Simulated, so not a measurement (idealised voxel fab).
This section sets out a process module, namely voxel spacer lines.
Xsec cut, 225 nm wide, square cell size 5 nm.
When this document writes out a cross-section, it uses a grid of square cells and lists it as bands, beginning at the top and moving down, with a band standing for one or more rows of cells.
A band entry consists of two parts. The first gives the height of the band's top and the height of its bottom, in nm. The rest lists the band's materials from left to right, each with its width in nm. A single material labelled with the word "all across" fills the band from edge to edge, and the word "air" marks empty space.
Counting heights begins at 0, where everything beneath is, in the wafer as received, one material. The lowest band has no bottom; it goes on downwards, as "0..down" shows.
You'd read "30->40" like this: the band's top row of cells is as wide as the first number, its bottom row is as wide as the second, and going down, every row changes width by the same amount as the row before did.
Basically "everything unchanged" means that step didn't change any cell in the cross-section.
Under "Tabulated closed voids" you'll find the enclosed gaps, the ones with no way out to the top, that are 8 cells or bigger; each reads width x height at distance, with distance counted from the left edge, everything in nm.
Formally, on a step line, whatever follows the settings is a remark that the simulator itself makes on the step.
overlay nm: for a step with a mask, the amount by which the mask lay right of where it was planned; a negative amount means left of it.

# List of planned process steps
1: RECEIVE [material Si]
2: CONFORMAL_DEP [material Al2O3] [thk nm 10]
3: DIRECTIONAL_DEP [material W] [thk nm 15]
4: DIRECTIONAL_DEP [material aC] [thk nm 25]
5: PATTERN [tone cover] [mask id MANDREL] [material resist] [width nm 25] [pitch nm 80] [thk nm 30] [overlay nm 0]
6: DIRECTIONAL_ETCH [etch materials aC] [depth nm 25]
7: STRIP [etch materials resist]
8: CONFORMAL_DEP [material SiO2] [thk nm 15]
9: DIRECTIONAL_ETCH [etch materials SiO2] [depth nm 15]
10: STRIP [etch materials aC]
11: DIRECTIONAL_ETCH [etch materials W] [depth nm 15]
12: STRIP [etch materials SiO2]

# Cross-section of the wafer at receipt, which is the condition after step 1
- 0..down | Si all across
- Tabulated closed voids: none

# Cross-sectional image of the first of two wafers at the end of the module, the run having proceeded as planned
- 25..10 | 5 air; 15 W; 25 air; 15 W; 25 air; 15 W; 25 air; 15 W; 25 air; 15 W; 25 air; 15 W; 5 air
- 10..0 | Al2O3 all across
- 0..down | Si all across
- Tabulated closed voids: none

# Wafer two cross-section, module end. Start and plan unchanged from wafer one; one mistake made during the run
- 20..10 | 5 air; 15 W; 25 air; 15 W; 25 air; 15 W; 25 air; 15 W; 25 air; 15 W; 25 air; 15 W; 5 air
- 10..0 | Al2O3 all across
- 0..down | Si all across
- Tabulated closed voids: none
In executing the process, a mistake was made relative to the plan: so step 3 ended up running with a different setting than we planned, it ran as DIRECTIONAL_DEP [material W] [thk nm 10]
In the final state, the cell counts of the second wafer exceed or fall short of those of the first for the following materials: -18 W
